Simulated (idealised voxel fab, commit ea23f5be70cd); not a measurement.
The document below concerns the process module designated voxel local oxidation.
For reference, the cross-section in this document is cut, with width 145 nm and square cells of 5 nm.
Cross-section spec: square-cell grid; bands listed top down; each band is one or more rows. Basically the band line says how high the top is and how high the bottom is, in nm, and then what's in it from left to right, every material with its width in nm. Empty space shows up as "blank", and if a single material carries "all across" it runs the full band edge to edge. Heights from 0 (as-received wafer is one material below). Bottom band endless downward, as "0 down". It should be noted that a width expressed as "30 to 40" varies in equal increments from row to row of cells within the band, taking the value of the first number at the top row and that of the second number at the bottom row. Basically "nothing different" means that step didn't change any cell in the cross-section. Any empty space of 8 cells or more lacking an open way to the top shows up in "Sealed-off cavities" as width x height at distance, distance from the left edge, in nm. It should be noted that, on the line of a given step, the content following the step's settings is a remark produced by the simulator itself with respect to that step. overlay nm: right-of-plan distance of the mask on a masked step; negative values mean left-of-plan. In what follows, pairs of cross-sections are presented, each taken before and after one process step, with the after cross-section shown only down to the lowest band that was altered; the step, together with its settings, is stated below the pair. The pairs may stem from different runs of this module on the same starting wafer; accordingly, a pair should be taken as continuing from the one above it solely where its entry headed "Pre-processing view" indicates as much.

Pre-processing view
0 down = Si all across
Sealed-off cavities: none

After the Step
5 to 0 = SiO2 all across
Nothing below the height 0 has changed.
Sealed-off cavities: none
Looking at the two cross-sections above, the step in the middle is CONFORMAL_DEP: material SiO2, thk nm 5

Pre-processing view: starting point is the after cross-section of the pair just above.

After the Step
15 to 5 = SiN all across
Nothing below the height 5 has changed.
Sealed-off cavities: none
Looking at the two cross-sections above, the step in the middle is CONFORMAL_DEP: material SiN, thk nm 10

Pre-processing view: starting point is the after cross-section of the pair just above.

After the Step
35 to 15 = blank: 15  resist: 115  blank: 15
Nothing below the height 15 has changed.
Sealed-off cavities: none
Looking at the two cross-sections above, the step in the middle is PATTERN: tone cover, mask id ACTIVE, material resist, width nm 115, thk nm 20, overlay nm 0

Pre-processing view: starting point is the after cross-section of the pair just above.

After the Step
35 to 15 = blank: 15  resist: 115  blank: 15
15 to 5 = blank: 15  SiN: 115  blank: 15
Nothing below the height 5 has changed.
Sealed-off cavities: none
Looking at the two cross-sections above, the step in the middle is DIRECTIONAL_ETCH: etch materials SiN, depth nm 10

Pre-processing view: starting point is the after cross-section of the pair just above.

After the Step
15 to 5 = blank: 15  SiN: 115  blank: 15
Nothing below the height 5 has changed.
Sealed-off cavities: none
Looking at the two cross-sections above, the step in the middle is STRIP: etch materials resist

Pre-processing view: starting point is the after cross-section of the pair just above.

After the Step
15 to 5 = blank: 15  SiN: 115  blank: 15
5 to 0 = blank: 20  SiO2: 105  blank: 20
Nothing below the height 0 has changed.
Sealed-off cavities: none
Looking at the two cross-sections above, the step in the middle is SELECTIVE_ETCH: etch materials SiO2, depth nm 5

Pre-processing view: starting point is the after cross-section of the pair just above.

After the Step
15 to 5 = blank: 15  SiN: 115  blank: 15
5 to 0 = blank: 20  SiO2: 105  blank: 20
0 to -10 = SiO2: 30  Si: 85  SiO2: 30
Nothing below the height -10 has changed.
Sealed-off cavities: none
Looking at the two cross-sections above, the step in the middle is OXIDIZE: depth nm 10

Pre-processing view: starting point is the after cross-section of the pair just above.

After the Step
5 to 0 = blank: 20  SiO2: 105  blank: 20
Nothing below the height 0 has changed.
Sealed-off cavities: none
Looking at the two cross-sections above, the step in the middle is STRIP: etch materials SiN

Pre-processing view
0 down = Si all across
Sealed-off cavities: none

After the Step
10 to 0 = SiN all across
Nothing below the height 0 has changed.
Sealed-off cavities: none
Looking at the two cross-sections above, the step in the middle is CONFORMAL_DEP: material SiN, thk nm 10

Pre-processing view: starting point is the after cross-section of the pair just above.

After the Step
30 to 10 = blank: 15  resist: 115  blank: 15
Nothing below the height 10 has changed.
Sealed-off cavities: none
Looking at the two cross-sections above, the step in the middle is PATTERN: tone cover, mask id ACTIVE, material resist, width nm 115, thk nm 20, overlay nm 0

Pre-processing view: starting point is the after cross-section of the pair just above.

After the Step
30 to 10 = blank: 15  resist: 115  blank: 15
10 to 0 = blank: 15  SiN: 115  blank: 15
Nothing below the height 0 has changed.
Sealed-off cavities: none
Looking at the two cross-sections above, the step in the middle is DIRECTIONAL_ETCH: etch materials SiN, depth nm 10

Pre-processing view: starting point is the after cross-section of the pair just above.

After the Step
10 to 0 = blank: 15  SiN: 115  blank: 15
Nothing below the height 0 has changed.
Sealed-off cavities: none
Looking at the two cross-sections above, the step in the middle is STRIP: etch materials resist

Pre-processing view: starting point is the after cross-section of the pair just above.

After the Step
10 to 0 = blank: 15  SiN: 115  blank: 15
0 to -10 = SiO2: 25  Si: 95  SiO2: 25
Nothing below the height -10 has changed.
Sealed-off cavities: none
Looking at the two cross-sections above, the step in the middle is OXIDIZE: depth nm 10

Pre-processing view: starting point is the after cross-section of the pair just above.

After the Step
0 to -10 = SiO2: 25  Si: 95  SiO2: 25
Nothing below the height -10 has changed.
Sealed-off cavities: none
Looking at the two cross-sections above, the step in the middle is STRIP: etch materials SiN

Pre-processing view
15 to 5 = blank: 15  SiN: 115  blank: 15
5 to 0 = blank: 20  SiO2: 105  blank: 20
0 down = Si all across
Sealed-off cavities: none

After the Step
5 to 0 = blank: 20  SiO2: 105  blank: 20
Nothing below the height 0 has changed.
Sealed-off cavities: none
Looking at the two cross-sections above, the step in the middle is STRIP: etch materials SiN

Pre-processing view: starting point is the after cross-section of the pair just above.

After the Step
5 to 0 = blank: 20  SiO2: 105  blank: 20
0 to -10 = SiO2: 30  Si: 85  SiO2: 30
Nothing below the height -10 has changed.
Sealed-off cavities: none
Looking at the two cross-sections above, the step in the middle is OXIDIZE: depth nm 10

Pre-processing view
0 down = Si all across
Sealed-off cavities: none

After the Step
15 to 0 = SiO2 all across
Nothing below the height 0 has changed.
Sealed-off cavities: none
Looking at the two cross-sections above, the step in the middle is CONFORMAL_DEP: material SiO2, thk nm 15

Pre-processing view: starting point is the after cross-section of the pair just above.

After the Step
25 to 15 = SiN all across
Nothing below the height 15 has changed.
Sealed-off cavities: none
Looking at the two cross-sections above, the step in the middle is CONFORMAL_DEP: material SiN, thk nm 10

Pre-processing view: starting point is the after cross-section of the pair just above.

After the Step
45 to 25 = blank: 15  resist: 115  blank: 15
Nothing below the height 25 has changed.
Sealed-off cavities: none
Looking at the two cross-sections above, the step in the middle is PATTERN: tone cover, mask id ACTIVE, material resist, width nm 115, thk nm 20, overlay nm 0

Pre-processing view: starting point is the after cross-section of the pair just above.

After the Step
45 to 25 = blank: 15  resist: 115  blank: 15
25 to 15 = blank: 15  SiN: 115  blank: 15
Nothing below the height 15 has changed.
Sealed-off cavities: none
Looking at the two cross-sections above, the step in the middle is DIRECTIONAL_ETCH: etch materials SiN, depth nm 10

Pre-processing view: starting point is the after cross-section of the pair just above.

After the Step
25 to 15 = blank: 15  SiN: 115  blank: 15
Nothing below the height 15 has changed.
Sealed-off cavities: none
Looking at the two cross-sections above, the step in the middle is STRIP: etch materials resist

Pre-processing view: starting point is the after cross-section of the pair just above.

After the Step
25 to 15 = blank: 15  SiN: 115  blank: 15
15 to 10 = blank: 20  SiO2: 105  blank: 20
Nothing below the height 10 has changed.
Sealed-off cavities: none
Looking at the two cross-sections above, the step in the middle is SELECTIVE_ETCH: etch materials SiO2, depth nm 5

Pre-processing view: starting point is the after cross-section of the pair just above.

After the Step
15 to 10 = blank: 20  SiO2: 105  blank: 20
Nothing below the height 10 has changed.
Sealed-off cavities: none
Looking at the two cross-sections above, the step in the middle is STRIP: etch materials SiN

Pre-processing view
15 to 5 = SiN all across
5 to 0 = SiO2 all across
0 down = Si all across
Sealed-off cavities: none

After the Step
35 to 15 = blank: 20  resist: 110  blank: 15
Nothing below the height 15 has changed.
Sealed-off cavities: none
Looking at the two cross-sections above, the step in the middle is PATTERN: tone cover, mask id ACTIVE, material resist, width nm 110, thk nm 20, overlay nm 0

Pre-processing view: starting point is the after cross-section of the pair just above.

After the Step
35 to 15 = blank: 20  resist: 110  blank: 15
15 to 5 = blank: 20  SiN: 110  blank: 15
Nothing below the height 5 has changed.
Sealed-off cavities: none
Looking at the two cross-sections above, the step in the middle is DIRECTIONAL_ETCH: etch materials SiN, depth nm 10

Pre-processing view: starting point is the after cross-section of the pair just above.

After the Step
15 to 5 = blank: 20  SiN: 110  blank: 15
Nothing below the height 5 has changed.
Sealed-off cavities: none
Looking at the two cross-sections above, the step in the middle is STRIP: etch materials resist

Pre-processing view: starting point is the after cross-section of the pair just above.

After the Step
15 to 5 = blank: 20  SiN: 110  blank: 15
5 to 0 = blank: 25  SiO2: 100  blank: 20
Nothing below the height 0 has changed.
Sealed-off cavities: none
Looking at the two cross-sections above, the step in the middle is SELECTIVE_ETCH: etch materials SiO2, depth nm 5

Pre-processing view: starting point is the after cross-section of the pair just above.

After the Step
15 to 5 = blank: 20  SiN: 110  blank: 15
5 to 0 = blank: 25  SiO2: 100  blank: 20
0 to -10 = SiO2: 35  Si: 80  SiO2: 30
Nothing below the height -10 has changed.
Sealed-off cavities: none
Looking at the two cross-sections above, the step in the middle is OXIDIZE: depth nm 10

Pre-processing view: starting point is the after cross-section of the pair just above.

After the Step
5 to 0 = blank: 25  SiO2: 100  blank: 20
Nothing below the height 0 has changed.
Sealed-off cavities: none
Looking at the two cross-sections above, the step in the middle is STRIP: etch materials SiN

Pre-processing view
5 to 0 = SiO2 all across
0 down = Si all across
Sealed-off cavities: none

After the Step
15 to 0 = SiO2 all across
Nothing below the height 0 has changed.
Sealed-off cavities: none
Looking at the two cross-sections above, the step in the middle is CONFORMAL_DEP: material SiO2, thk nm 10

Pre-processing view: starting point is the after cross-section of the pair just above.

After the Step
35 to 15 = blank: 15  resist: 115  blank: 15
Nothing below the height 15 has changed.
Sealed-off cavities: none
Looking at the two cross-sections above, the step in the middle is PATTERN: tone cover, mask id ACTIVE, material resist, width nm 115, thk nm 20, overlay nm 0

Pre-processing view: starting point is the after cross-section of the pair just above.

After the Step
15 to 0 = SiO2 all across
Nothing below the height 0 has changed.
Sealed-off cavities: none
Looking at the two cross-sections above, the step in the middle is STRIP: etch materials resist

Pre-processing view: starting point is the after cross-section of the pair just above.

After the Step
10 to 0 = SiO2 all across
Nothing below the height 0 has changed.
Sealed-off cavities: none
Looking at the two cross-sections above, the step in the middle is SELECTIVE_ETCH: etch materials SiO2, depth nm 5

Pre-processing view
15 to 5 = SiN all across
5 to 0 = SiO2 all across
0 down = Si all across
Sealed-off cavities: none

After the Step
35 to 15 = resist: 15  blank: 115  resist: 15
Nothing below the height 15 has changed.
Sealed-off cavities: none
Looking at the two cross-sections above, the step in the middle is PATTERN: tone open, mask id ACTIVE, material resist, width nm 115, thk nm 20, overlay nm 0

Pre-processing view: starting point is the after cross-section of the pair just above.

After the Step
35 to 15 = resist: 15  blank: 115  resist: 15
15 to 5 = SiN: 15  blank: 115  SiN: 15
Nothing below the height 5 has changed.
Sealed-off cavities: none
Looking at the two cross-sections above, the step in the middle is DIRECTIONAL_ETCH: etch materials SiN, depth nm 10

Pre-processing view: starting point is the after cross-section of the pair just above.

After the Step
15 to 5 = SiN: 15  blank: 115  SiN: 15
Nothing below the height 5 has changed.
Sealed-off cavities: none
Looking at the two cross-sections above, the step in the middle is STRIP: etch materials resist

Pre-processing view: starting point is the after cross-section of the pair just above.

After the Step
15 to 5 = SiN: 15  blank: 115  SiN: 15
5 to 0 = SiO2: 10  blank: 125  SiO2: 10
Nothing below the height 0 has changed.
Sealed-off cavities: none
Looking at the two cross-sections above, the step in the middle is SELECTIVE_ETCH: etch materials SiO2, depth nm 5

Pre-processing view: starting point is the after cross-section of the pair just above.

After the Step
15 to 5 = SiN: 15  blank: 115  SiN: 15
5 to 0 = SiO2: 10  blank: 125  SiO2: 10
0 to -10 = SiO2 all across
Nothing below the height -10 has changed.
Sealed-off cavities: none
Looking at the two cross-sections above, the step in the middle is OXIDIZE: depth nm 10

Pre-processing view: starting point is the after cross-section of the pair just above.

After the Step
5 to 0 = SiO2: 10  blank: 125  SiO2: 10
Nothing below the height 0 has changed.
Sealed-off cavities: none
Looking at the two cross-sections above, the step in the middle is STRIP: etch materials SiN
